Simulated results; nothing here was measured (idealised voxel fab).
process module | voxel self aligned vias
cross-section cut | 280 nm wide | cells 5 nm
A cross-section is a grid of square cells, given in bands from the top down. A band is one or more rows of cells.
Each band's line starts with the height of the band's top and of its bottom, in nm. Then come its materials from left to right, each with its width in nm. One material with "throughout" fills the band from edge to edge. "air" is empty space.
Height 0 is the level under which the wafer as received is all one material. The lowest band goes on downwards, as in "0 down".
A width such as "30 to 40" changes by the same amount from each row of cells to the next, from the band's top row to its bottom row.
"no change" after a step means that no cell of the cross-section changed.
closed voids: empty space of 8 cells or more with no open way to the top, each as width x height at its distance from the left edge, in nm
after a step's settings: what the simulator itself notes on the step
overlay nm, on a step with a mask: how far to the right of its planned place the mask lay; to the left if negative
plan
1 op RECEIVE | material Si
2 op CONFORMAL_DEP | material SiO2 | thk nm 10
3 op CONFORMAL_DEP | material SiCN | thk nm 5
4 op DIRECTIONAL_DEP | material SiO2 | thk nm 25
5 op PATTERN | tone open | mask id LINES | material resist | width nm 25 | pitch nm 60 | thk nm 20 | overlay nm 0
6 op DIRECTIONAL_ETCH | etch materials SiO2 | depth nm 25
7 op STRIP | etch materials resist
8 op CONFORMAL_DEP | material TiN | thk nm 5
9 op FILL_DEP | material Ru | thk nm 10
10 op CMP | height nm 40
11 op SELECTIVE_ETCH | etch materials W Ru TiN | depth nm 10
12 op FILL_DEP | material SiN | thk nm 5
13 op CMP | height nm 40
14 op DIRECTIONAL_DEP | material SiO2 | thk nm 20
15 op MASKED_ETCH | tone open | mask id VIAS | width nm 35 | pitch nm 60 | etch materials SiO2 | depth nm 20 | overlay nm 0
16 op MASKED_ETCH | tone open | mask id VIAS | width nm 35 | pitch nm 60 | etch materials SiN | depth nm 10 | overlay nm 0
17 op CONFORMAL_DEP | material TiN | thk nm 5
18 op FILL_DEP | material Ru | thk nm 5
19 op CMP | height nm 60
20 op CONFORMAL_DEP | material SiCN | thk nm 5
as received, after step 1
  0 down: Si throughout
  closed voids: none
a wafer at the end: this start, this plan, one mistake
  65 to 60: SiCN throughout
  60 to 45: SiO2 90 | TiN 5 | Ru 25 | TiN 5 | SiO2 25 | TiN 5 | Ru 25 | TiN 5 | SiO2 95
  45 to 35: SiO2 90 to 95 | TiN 10 to 5 | Ru 15 | TiN 10 to 5 | SiO2 25 to 35 | TiN 10 to 5 | Ru 15 | TiN 10 to 5 | SiO2 95 to 100
  35 to 30: SiO2 95 | TiN 25 | SiO2 35 | TiN 25 | SiO2 100
  30 to 25: SiO2 95 | TiN 5 | Ru 15 | TiN 5 | SiO2 35 | TiN 5 | Ru 15 | TiN 5 | SiO2 100
  25 to 20: SiO2 95 | TiN 25 | SiO2 35 | TiN 25 | SiO2 100
  20 to 15: SiCN throughout
  15 to 0: SiO2 throughout
  0 down: Si throughout
  closed voids: none
what went wrong: step 2 ran as: op CONFORMAL_DEP | material SiO2 | thk nm 15
